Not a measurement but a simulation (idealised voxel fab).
The name of this process module is voxel self aligned vias.
Cross-sectional view cut (width: 200 nm; square cell size: 5 nm).
How to read a cross-section here: the picture is a grid of square cells, written as bands going from the top down, and any band can span one or more rows of cells.
For a band, the entry starts with two heights in nm, that of the top and then that of the bottom, and carries on with the band's materials in order from left to right, each alongside its width in nm; the word "all across" beside a single material means it fills the band edge to edge, and "air" means empty space.
Height is counted from the level 0, under which the received wafer is composed throughout of one material. The lowest of the bands is not closed at the bottom but continues downward, in the notation "0 down".
A two-number width, for instance "30->40", indicates that the width is equal to the first number in the top row of the band and to the second number in the bottom row, and that it changes by a constant amount per row of cells.
Step marked "remained the same"? Then no cell in the cross-section changed in it.
So "Enclosed cavity list" is basically the list of trapped voids: any empty space of 8 cells or more that can't reach the top through an opening. They're written width x height at distance, the distance being from the left edge, and it's all nm.
On a step's line, text after the settings is the simulator commenting on that step.
overlay nm: right-of-plan distance of the mask on a masked step; negative values mean left-of-plan.
Steps planned for the process:
1,RECEIVE, material Si
2,CONFORMAL_DEP, material SiO2, thk nm 10
3,CONFORMAL_DEP, material SiCN, thk nm 5
4,DIRECTIONAL_DEP, material lowk, thk nm 30
5,DIRECTIONAL_DEP, material aC, thk nm 15
6,PATTERN, tone open, mask id LINES, material resist, width nm 20, pitch nm 60, thk nm 35, overlay nm 0
7,DIRECTIONAL_ETCH, etch materials aC, depth nm 15
8,STRIP, etch materials resist
9,DIRECTIONAL_ETCH, etch materials lowk, depth nm 30
10,STRIP, etch materials aC
11,CONFORMAL_DEP, material TiN, thk nm 5
12,FILL_DEP, material W, thk nm 5
13,CMP, height nm 45
14,SELECTIVE_ETCH, etch materials W Ru TiN, depth nm 10
15,FILL_DEP, material SiN, thk nm 10
16,CMP, height nm 45
17,DIRECTIONAL_DEP, material lowk, thk nm 20
18,DIRECTIONAL_DEP, material aC, thk nm 10
19,PATTERN, tone open, mask id VIAS, material resist, width nm 30, thk nm 25, overlay nm 0
20,DIRECTIONAL_ETCH, etch materials aC, depth nm 10
21,STRIP, etch materials resist
22,DIRECTIONAL_ETCH, etch materials lowk, depth nm 20
23,DIRECTIONAL_ETCH, etch materials SiN, depth nm 10
24,STRIP, etch materials aC
25,CONFORMAL_DEP, material TiN, thk nm 5
26,FILL_DEP, material Ru, thk nm 5
27,CMP, height nm 65
28,CONFORMAL_DEP, material SiN, thk nm 5
Wafer cross-section on receipt, i.e. after step 1:
> 0 down: Si all across
> Enclosed cavity list: none
Final cross-section, module run with one mistake (start and plan as above):
> 70 to 65: SiN all across
> 65 to 50: lowk=55 | TiN=5 | Ru=20 | TiN=5 | lowk=115
> 50 to 45: lowk=55 | TiN=5 | Ru=10 | TiN=15 | lowk=115
> 45 to 40: lowk=55 | TiN=5 | Ru=10 | TiN=5 | lowk=40 | SiN=20 | lowk=65
> 40 to 35: lowk=55 | TiN=20 | lowk=40 | SiN=20 | lowk=65
> 35 to 20: lowk=55 | TiN=5 | W=10 | TiN=5 | lowk=40 | TiN=5 | W=10 | TiN=5 | lowk=65
> 20 to 15: lowk=55 | TiN=20 | lowk=40 | TiN=20 | lowk=65
> 15 to 10: SiCN all across
> 10 to 0: SiO2 all across
> 0 down: Si all across
> Enclosed cavity list: none
The plan and the run diverged here: step 6 was run on a setting that differed from the plan, and what really ran there is PATTERN, tone open, mask id LINES, material resist, width nm 20, pitch nm 60, thk nm 35, overlay nm -5
